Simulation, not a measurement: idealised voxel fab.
process module | voxel transistor to metal
cross-section cut | 155 nm wide | cells 5 nm
A cross-section is a grid of square cells, given in bands from the top down. A band is one or more rows of cells.
Each band's line starts with the height of the band's top and of its bottom, in nm. Then come its materials from left to right, each with its width in nm. One material with "throughout" fills the band from edge to edge. "air" is empty space.
Height 0 is the level under which the wafer as received is all one material. The lowest band goes on downwards, as in "0 down".
A width such as "30 to 40" changes by the same amount from each row of cells to the next, from the band's top row to its bottom row.
"no change" after a step means that no cell of the cross-section changed.
closed voids: empty space of 8 cells or more with no open way to the top, each as width x height at its distance from the left edge, in nm
after a step's settings: what the simulator itself notes on the step
overlay nm, on a step with a mask: how far to the right of its planned place the mask lay; to the left if negative
plan
1 op RECEIVE | material Si
2 op CONFORMAL_DEP | material SiO2 | thk nm 5
3 op CONFORMAL_DEP | material SiN | thk nm 15
4 op MASKED_ETCH | tone cover | mask id ACTIVE | width nm 95 | etch materials SiN | depth nm 15 | overlay nm 0
5 op MASKED_ETCH | tone cover | mask id ACTIVE | width nm 95 | etch materials SiO2 | depth nm 5 | overlay nm 0
6 op MASKED_ETCH | tone cover | mask id ACTIVE | width nm 95 | etch materials Si | depth nm 25 | overlay nm 0
7 op FILL_DEP | material SiO2 | thk nm 5
8 op CMP | height nm 20
9 op SELECTIVE_ETCH | etch materials SiO2 | depth nm 15
10 op STRIP | etch materials SiN
11 op SELECTIVE_ETCH | etch materials SiO2 | depth nm 5
12 op OXIDIZE | depth nm 5
13 op DIRECTIONAL_DEP | material polySi | thk nm 20
14 op DIRECTIONAL_DEP | material SiCN | thk nm 10
15 op DIRECTIONAL_DEP | material aC | thk nm 10
16 op PATTERN | tone cover | mask id GATE | material resist | width nm 25 | thk nm 25 | overlay nm 0
17 op DIRECTIONAL_ETCH | etch materials aC | depth nm 10
18 op STRIP | etch materials resist
19 op DIRECTIONAL_ETCH | etch materials SiCN | depth nm 20
20 op DIRECTIONAL_ETCH | etch materials polySi | depth nm 30
21 op STRIP | etch materials aC
22 op CONFORMAL_DEP | material SiO2 | thk nm 5
23 op DIRECTIONAL_ETCH | etch materials SiO2 | depth nm 5
24 op CONFORMAL_DEP | material SiN | thk nm 5
25 op DIRECTIONAL_ETCH | etch materials SiN | depth nm 5
26 op DIRECTIONAL_ETCH | etch materials SiO2 | depth nm 5
27 op EPI | material pSi | thk nm 5
28 op FILL_DEP | material SiO2 | thk nm 10
29 op CMP | height nm 20
30 op STRIP | etch materials polySi
31 op SELECTIVE_ETCH | etch materials SiO2 | depth nm 5
32 op CONFORMAL_DEP | material HfO2 | thk nm 5
33 op CONFORMAL_DEP | material TiN | thk nm 5
34 op FILL_DEP | material W | thk nm 5
35 op CMP | height nm 15
36 op DIRECTIONAL_DEP | material SiO2 | thk nm 15
37 op MASKED_ETCH | tone open | mask id CONTACT | width nm 15 | pitch nm 70 | etch materials SiO2 | depth nm 30 | overlay nm 0
38 op CONFORMAL_DEP | material TiN | thk nm 5
39 op FILL_DEP | material Ru | thk nm 5
40 op CMP | height nm 30
41 op DIRECTIONAL_DEP | material TiN | thk nm 5
42 op DIRECTIONAL_DEP | material W | thk nm 15
43 op PATTERN | tone cover | mask id METAL_1 | material resist | width nm 15 | pitch nm 70 | thk nm 15 | overlay nm 0
44 op DIRECTIONAL_ETCH | etch materials W | depth nm 15
45 op DIRECTIONAL_ETCH | etch materials TiN | depth nm 5
46 op STRIP | etch materials resist
47 op CONFORMAL_DEP | material SiCN | thk nm 5
48 op FILL_DEP | material SiO2 | thk nm 5
49 op CMP | height nm 50
50 op CONFORMAL_DEP | material SiCN | thk nm 5
51 op DIRECTIONAL_DEP | material SiO2 | thk nm 35
52 op PATTERN | tone open | mask id METAL_2 | material resist | width nm 15 | pitch nm 70 | thk nm 20 | overlay nm 0
53 op DIRECTIONAL_ETCH | etch materials SiO2 | depth nm 20
54 op STRIP | etch materials resist
55 op PATTERN | tone open | mask id METAL_2_HOLES | material resist | width nm 15 | pitch nm 70 | thk nm 15 | overlay nm 0
56 op DIRECTIONAL_ETCH | etch materials SiO2 | depth nm 15
57 op DIRECTIONAL_ETCH | etch materials SiCN | depth nm 5
58 op STRIP | etch materials resist
59 op CONFORMAL_DEP | material TiN | thk nm 5
60 op FILL_DEP | material Ru | thk nm 5
61 op CMP | height nm 90
62 op CONFORMAL_DEP | material SiCN | thk nm 5
first wafer, as planned
as received, after step 1
  0 down: Si throughout
  closed voids: none
after step 2
  5 to 0: SiO2 throughout
  below 0: unchanged
after step 3
  20 to 5: SiN throughout
  below 5: unchanged
after step 4
  20 to 5: air 30 | SiN 95 | air 30
  below 5: unchanged
after step 5
  20 to 5: air 30 | SiN 95 | air 30
  5 to 0: air 30 | SiO2 95 | air 30
  below 0: unchanged
after step 6
  20 to 5: air 30 | SiN 95 | air 30
  5 to 0: air 30 | SiO2 95 | air 30
  0 to -25: air 30 | Si 95 | air 30
  below -25: unchanged
after step 7
  25 to 20: SiO2 throughout
  20 to 5: SiO2 30 | SiN 95 | SiO2 30
  5 to 0: SiO2 throughout
  0 to -25: SiO2 30 | Si 95 | SiO2 30
  below -25: unchanged
after step 8
  20 to 5: SiO2 30 | SiN 95 | SiO2 30
  below 5: unchanged
after step 9
  20 to 5: air 30 | SiN 95 | air 30
  below 5: unchanged
after step 10
  5 to 0: SiO2 throughout
  below 0: unchanged
after step 11
  0 to -25: SiO2 30 | Si 95 | SiO2 30
  below -25: unchanged
after step 12
  0 to -5: SiO2 throughout
  below -5: unchanged
after step 13
  20 to 0: polySi throughout
  below 0: unchanged
after step 14
  30 to 20: SiCN throughout
  below 20: unchanged
after step 15
  40 to 30: aC throughout
  below 30: unchanged
after step 16
  65 to 40: air 65 | resist 25 | air 65
  below 40: unchanged
after step 17
  55 to 40: air 65 | resist 25 | air 65
  40 to 30: air 65 | aC 25 | air 65
  below 30: unchanged
after step 18
  40 to 30: air 65 | aC 25 | air 65
  below 30: unchanged
after step 19
  40 to 30: air 65 | aC 25 | air 65
  30 to 20: air 65 | SiCN 25 | air 65
  below 20: unchanged
after step 20
  40 to 30: air 65 | aC 25 | air 65
  30 to 20: air 65 | SiCN 25 | air 65
  20 to 0: air 65 | polySi 25 | air 65
  below 0: unchanged
after step 21
  30 to 20: air 65 | SiCN 25 | air 65
  below 20: unchanged
after step 22
  35 to 30: air 60 | SiO2 35 | air 60
  30 to 20: air 60 | SiO2 5 | SiCN 25 | SiO2 5 | air 60
  20 to 5: air 60 | SiO2 5 | polySi 25 | SiO2 5 | air 60
  5 to 0: SiO2 65 | polySi 25 | SiO2 65
  below 0: unchanged
after step 23
  30 to 20: air 60 | SiO2 5 | SiCN 25 | SiO2 5 | air 60
  20 to 0: air 60 | SiO2 5 | polySi 25 | SiO2 5 | air 60
  below 0: unchanged
after step 24
  35 to 30: air 55 | SiN 45 | air 55
  30 to 20: air 55 | SiN 5 | SiO2 5 | SiCN 25 | SiO2 5 | SiN 5 | air 55
  20 to 5: air 55 | SiN 5 | SiO2 5 | polySi 25 | SiO2 5 | SiN 5 | air 55
  5 to 0: SiN 60 | SiO2 5 | polySi 25 | SiO2 5 | SiN 60
  below 0: unchanged
after step 25
  30 to 20: air 55 | SiN 5 | SiO2 5 | SiCN 25 | SiO2 5 | SiN 5 | air 55
  20 to 0: air 55 | SiN 5 | SiO2 5 | polySi 25 | SiO2 5 | SiN 5 | air 55
  below 0: unchanged
after step 26
  30 to 25: air 55 | SiN 5 | air 5 | SiCN 25 | air 5 | SiN 5 | air 55
  25 to 20: air 55 | SiN 5 | SiO2 5 | SiCN 25 | SiO2 5 | SiN 5 | air 55
  20 to 0: air 55 | SiN 5 | SiO2 5 | polySi 25 | SiO2 5 | SiN 5 | air 55
  0 to -5: air 55 | SiO2 45 | air 55
  below -5: unchanged
after step 27
  30 to 25: air 55 | SiN 5 | air 5 | SiCN 25 | air 5 | SiN 5 | air 55
  25 to 20: air 55 | SiN 5 | SiO2 5 | SiCN 25 | SiO2 5 | SiN 5 | air 55
  20 to 0: air 55 | SiN 5 | SiO2 5 | polySi 25 | SiO2 5 | SiN 5 | air 55
  0 to -5: air 25 | pSi 30 | SiO2 45 | pSi 30 | air 25
  below -5: unchanged
after step 28
  40 to 30: SiO2 throughout
  30 to 20: SiO2 55 | SiN 5 | SiO2 5 | SiCN 25 | SiO2 5 | SiN 5 | SiO2 55
  20 to 0: SiO2 55 | SiN 5 | SiO2 5 | polySi 25 | SiO2 5 | SiN 5 | SiO2 55
  0 to -5: SiO2 25 | pSi 30 | SiO2 45 | pSi 30 | SiO2 25
  below -5: unchanged
after step 29
  20 to 0: SiO2 55 | SiN 5 | SiO2 5 | polySi 25 | SiO2 5 | SiN 5 | SiO2 55
  below 0: unchanged
after step 30
  20 to 0: SiO2 55 | SiN 5 | SiO2 5 | air 25 | SiO2 5 | SiN 5 | SiO2 55
  below 0: unchanged
after step 31
  20 to 15: air 55 | SiN 5 | air 35 | SiN 5 | air 55
  15 to 0: SiO2 55 | SiN 5 | air 35 | SiN 5 | SiO2 55
  0 to -5: SiO2 25 | pSi 30 | SiO2 5 | air 35 | SiO2 5 | pSi 30 | SiO2 25
  below -5: unchanged
after step 32
  25 to 20: air 50 | HfO2 15 | air 25 | HfO2 15 | air 50
  20 to 15: HfO2 55 | SiN 5 | HfO2 5 | air 25 | HfO2 5 | SiN 5 | HfO2 55
  15 to 0: SiO2 55 | SiN 5 | HfO2 5 | air 25 | HfO2 5 | SiN 5 | SiO2 55
  0 to -5: SiO2 25 | pSi 30 | SiO2 5 | HfO2 35 | SiO2 5 | pSi 30 | SiO2 25
  below -5: unchanged
after step 33
  30 to 25: air 45 | TiN 25 | air 15 | TiN 25 | air 45
  25 to 20: TiN 50 | HfO2 15 | TiN 5 | air 15 | TiN 5 | HfO2 15 | TiN 50
  20 to 15: HfO2 55 | SiN 5 | HfO2 5 | TiN 5 | air 15 | TiN 5 | HfO2 5 | SiN 5 | HfO2 55
  15 to 5: SiO2 55 | SiN 5 | HfO2 5 | TiN 5 | air 15 | TiN 5 | HfO2 5 | SiN 5 | SiO2 55
  5 to 0: SiO2 55 | SiN 5 | HfO2 5 | TiN 25 | HfO2 5 | SiN 5 | SiO2 55
  below 0: unchanged
after step 34
  35 to 30: W throughout
  30 to 25: W 45 | TiN 25 | W 15 | TiN 25 | W 45
  25 to 20: TiN 50 | HfO2 15 | TiN 5 | W 15 | TiN 5 | HfO2 15 | TiN 50
  20 to 15: HfO2 55 | SiN 5 | HfO2 5 | TiN 5 | W 15 | TiN 5 | HfO2 5 | SiN 5 | HfO2 55
  15 to 5: SiO2 55 | SiN 5 | HfO2 5 | TiN 5 | W 15 | TiN 5 | HfO2 5 | SiN 5 | SiO2 55
  below 5: unchanged
after step 35
  15 to 5: SiO2 55 | SiN 5 | HfO2 5 | TiN 5 | W 15 | TiN 5 | HfO2 5 | SiN 5 | SiO2 55
  below 5: unchanged
after step 36
  30 to 15: SiO2 throughout
  below 15: unchanged
after step 37
  30 to 15: SiO2 35 | air 15 | SiO2 55 | air 15 | SiO2 35
  15 to 5: SiO2 35 | air 15 | SiO2 5 | SiN 5 | HfO2 5 | TiN 5 | W 15 | TiN 5 | HfO2 5 | SiN 5 | SiO2 5 | air 15 | SiO2 35
  5 to 0: SiO2 35 | air 15 | SiO2 5 | SiN 5 | HfO2 5 | TiN 25 | HfO2 5 | SiN 5 | SiO2 5 | air 15 | SiO2 35
  below 0: unchanged
after step 38
  35 to 30: TiN 40 | air 5 | TiN 65 | air 5 | TiN 40
  30 to 15: SiO2 35 | TiN 5 | air 5 | TiN 5 | SiO2 55 | TiN 5 | air 5 | TiN 5 | SiO2 35
  15 to 5: SiO2 35 | TiN 5 | air 5 | TiN 5 | SiO2 5 | SiN 5 | HfO2 5 | TiN 5 | W 15 | TiN 5 | HfO2 5 | SiN 5 | SiO2 5 | TiN 5 | air 5 | TiN 5 | SiO2 35
  5 to 0: SiO2 35 | TiN 15 | SiO2 5 | SiN 5 | HfO2 5 | TiN 25 | HfO2 5 | SiN 5 | SiO2 5 | TiN 15 | SiO2 35
  below 0: unchanged
after step 39
  40 to 35: Ru throughout
  35 to 30: TiN 40 | Ru 5 | TiN 65 | Ru 5 | TiN 40
  30 to 15: SiO2 35 | TiN 5 | Ru 5 | TiN 5 | SiO2 55 | TiN 5 | Ru 5 | TiN 5 | SiO2 35
  15 to 5: SiO2 35 | TiN 5 | Ru 5 | TiN 5 | SiO2 5 | SiN 5 | HfO2 5 | TiN 5 | W 15 | TiN 5 | HfO2 5 | SiN 5 | SiO2 5 | TiN 5 | Ru 5 | TiN 5 | SiO2 35
  below 5: unchanged
after step 40
  30 to 15: SiO2 35 | TiN 5 | Ru 5 | TiN 5 | SiO2 55 | TiN 5 | Ru 5 | TiN 5 | SiO2 35
  below 15: unchanged
after step 41
  35 to 30: TiN throughout
  below 30: unchanged
after step 42
  50 to 35: W throughout
  below 35: unchanged
after step 43
  65 to 50: air 35 | resist 15 | air 55 | resist 15 | air 35
  below 50: unchanged
after step 44
  65 to 50: air 35 | resist 15 | air 55 | resist 15 | air 35
  50 to 35: air 35 | W 15 | air 55 | W 15 | air 35
  below 35: unchanged
after step 45
  65 to 50: air 35 | resist 15 | air 55 | resist 15 | air 35
  50 to 35: air 35 | W 15 | air 55 | W 15 | air 35
  35 to 30: air 35 | TiN 15 | air 55 | TiN 15 | air 35
  below 30: unchanged
after step 46
  50 to 35: air 35 | W 15 | air 55 | W 15 | air 35
  below 35: unchanged
after step 47
  55 to 50: air 30 | SiCN 25 | air 45 | SiCN 25 | air 30
  50 to 35: air 30 | SiCN 5 | W 15 | SiCN 5 | air 45 | SiCN 5 | W 15 | SiCN 5 | air 30
  35 to 30: SiCN 35 | TiN 15 | SiCN 55 | TiN 15 | SiCN 35
  below 30: unchanged
after step 48
  60 to 55: SiO2 throughout
  55 to 50: SiO2 30 | SiCN 25 | SiO2 45 | SiCN 25 | SiO2 30
  50 to 35: SiO2 30 | SiCN 5 | W 15 | SiCN 5 | SiO2 45 | SiCN 5 | W 15 | SiCN 5 | SiO2 30
  below 35: unchanged
after step 49
  50 to 35: SiO2 30 | SiCN 5 | W 15 | SiCN 5 | SiO2 45 | SiCN 5 | W 15 | SiCN 5 | SiO2 30
  below 35: unchanged
after step 50
  55 to 50: SiCN throughout
  below 50: unchanged
after step 51
  90 to 55: SiO2 throughout
  below 55: unchanged
after step 52
  110 to 90: resist 35 | air 15 | resist 55 | air 15 | resist 35
  below 90: unchanged
after step 53
  110 to 90: resist 35 | air 15 | resist 55 | air 15 | resist 35
  90 to 70: SiO2 35 | air 15 | SiO2 55 | air 15 | SiO2 35
  below 70: unchanged
after step 54
  90 to 70: SiO2 35 | air 15 | SiO2 55 | air 15 | SiO2 35
  below 70: unchanged
after step 55
  105 to 90: resist 35 | air 15 | resist 55 | air 15 | resist 35
  below 90: unchanged
after step 56
  105 to 90: resist 35 | air 15 | resist 55 | air 15 | resist 35
  90 to 55: SiO2 35 | air 15 | SiO2 55 | air 15 | SiO2 35
  below 55: unchanged
after step 57
  105 to 90: resist 35 | air 15 | resist 55 | air 15 | resist 35
  90 to 55: SiO2 35 | air 15 | SiO2 55 | air 15 | SiO2 35
  55 to 50: SiCN 35 | air 15 | SiCN 55 | air 15 | SiCN 35
  below 50: unchanged
after step 58
  90 to 55: SiO2 35 | air 15 | SiO2 55 | air 15 | SiO2 35
  below 55: unchanged
after step 59
  95 to 90: TiN 40 | air 5 | TiN 65 | air 5 | TiN 40
  90 to 55: SiO2 35 | TiN 5 | air 5 | TiN 5 | SiO2 55 | TiN 5 | air 5 | TiN 5 | SiO2 35
  55 to 50: SiCN 35 | TiN 15 | SiCN 55 | TiN 15 | SiCN 35
  below 50: unchanged
after step 60
  100 to 95: Ru throughout
  95 to 90: TiN 40 | Ru 5 | TiN 65 | Ru 5 | TiN 40
  90 to 55: SiO2 35 | TiN 5 | Ru 5 | TiN 5 | SiO2 55 | TiN 5 | Ru 5 | TiN 5 | SiO2 35
  below 55: unchanged
after step 61
  90 to 55: SiO2 35 | TiN 5 | Ru 5 | TiN 5 | SiO2 55 | TiN 5 | Ru 5 | TiN 5 | SiO2 35
  below 55: unchanged
after step 62
  95 to 90: SiCN throughout
  below 90: unchanged
second wafer: like start, like plan, one mistake. Through step 42 it matches the first wafer
when step 43 should have ended
  65 to 50: air 30 | resist 25 | air 45 | resist 25 | air 30
  below 50: unchanged
when step 44 should have ended
  65 to 50: air 30 | resist 25 | air 45 | resist 25 | air 30
  50 to 35: air 30 | W 25 | air 45 | W 25 | air 30
  below 35: unchanged
when step 45 should have ended
  65 to 50: air 30 | resist 25 | air 45 | resist 25 | air 30
  50 to 35: air 30 | W 25 | air 45 | W 25 | air 30
  35 to 30: air 30 | TiN 25 | air 45 | TiN 25 | air 30
  below 30: unchanged
when step 46 should have ended
  50 to 35: air 30 | W 25 | air 45 | W 25 | air 30
  below 35: unchanged
when step 47 should have ended
  55 to 50: air 25 | SiCN 35 | air 35 | SiCN 35 | air 25
  50 to 35: air 25 | SiCN 5 | W 25 | SiCN 5 | air 35 | SiCN 5 | W 25 | SiCN 5 | air 25
  35 to 30: SiCN 30 | TiN 25 | SiCN 45 | TiN 25 | SiCN 30
  below 30: unchanged
when step 48 should have ended
  60 to 55: SiO2 throughout
  55 to 50: SiO2 25 | SiCN 35 | SiO2 35 | SiCN 35 | SiO2 25
  50 to 35: SiO2 25 | SiCN 5 | W 25 | SiCN 5 | SiO2 35 | SiCN 5 | W 25 | SiCN 5 | SiO2 25
  below 35: unchanged
when step 49 should have ended
  50 to 35: SiO2 25 | SiCN 5 | W 25 | SiCN 5 | SiO2 35 | SiCN 5 | W 25 | SiCN 5 | SiO2 25
  below 35: unchanged
when step 50 should have ended
  55 to 50: SiCN throughout
  below 50: unchanged
when step 51 should have ended
  90 to 55: SiO2 throughout
  below 55: unchanged
when step 52 should have ended
  110 to 90: resist 35 | air 15 | resist 55 | air 15 | resist 35
  below 90: unchanged
when step 53 should have ended
  110 to 90: resist 35 | air 15 | resist 55 | air 15 | resist 35
  90 to 70: SiO2 35 | air 15 | SiO2 55 | air 15 | SiO2 35
  below 70: unchanged
when step 54 should have ended
  90 to 70: SiO2 35 | air 15 | SiO2 55 | air 15 | SiO2 35
  below 70: unchanged
when step 55 should have ended
  105 to 90: resist 35 | air 15 | resist 55 | air 15 | resist 35
  below 90: unchanged
when step 56 should have ended
  105 to 90: resist 35 | air 15 | resist 55 | air 15 | resist 35
  90 to 55: SiO2 35 | air 15 | SiO2 55 | air 15 | SiO2 35
  below 55: unchanged
when step 57 should have ended
  105 to 90: resist 35 | air 15 | resist 55 | air 15 | resist 35
  90 to 55: SiO2 35 | air 15 | SiO2 55 | air 15 | SiO2 35
  55 to 50: SiCN 35 | air 15 | SiCN 55 | air 15 | SiCN 35
  below 50: unchanged
when step 58 should have ended
  90 to 55: SiO2 35 | air 15 | SiO2 55 | air 15 | SiO2 35
  below 55: unchanged
when step 59 should have ended
  95 to 90: TiN 40 | air 5 | TiN 65 | air 5 | TiN 40
  90 to 55: SiO2 35 | TiN 5 | air 5 | TiN 5 | SiO2 55 | TiN 5 | air 5 | TiN 5 | SiO2 35
  55 to 50: SiCN 35 | TiN 15 | SiCN 55 | TiN 15 | SiCN 35
  below 50: unchanged
when step 60 should have ended
  100 to 95: Ru throughout
  95 to 90: TiN 40 | Ru 5 | TiN 65 | Ru 5 | TiN 40
  90 to 55: SiO2 35 | TiN 5 | Ru 5 | TiN 5 | SiO2 55 | TiN 5 | Ru 5 | TiN 5 | SiO2 35
  below 55: unchanged
when step 61 should have ended
  90 to 55: SiO2 35 | TiN 5 | Ru 5 | TiN 5 | SiO2 55 | TiN 5 | Ru 5 | TiN 5 | SiO2 35
  below 55: unchanged
when step 62 should have ended
  95 to 90: SiCN throughout
  below 90: unchanged
what went wrong: step 43 ran as: op PATTERN | tone cover | mask id METAL_1 | material resist | width nm 25 | pitch nm 70 | thk nm 15 | overlay nm 0
at the end the second wafer has, in cells: 4 fewer of SiCN | 12 fewer of SiO2 | 4 more of TiN | 12 more of W
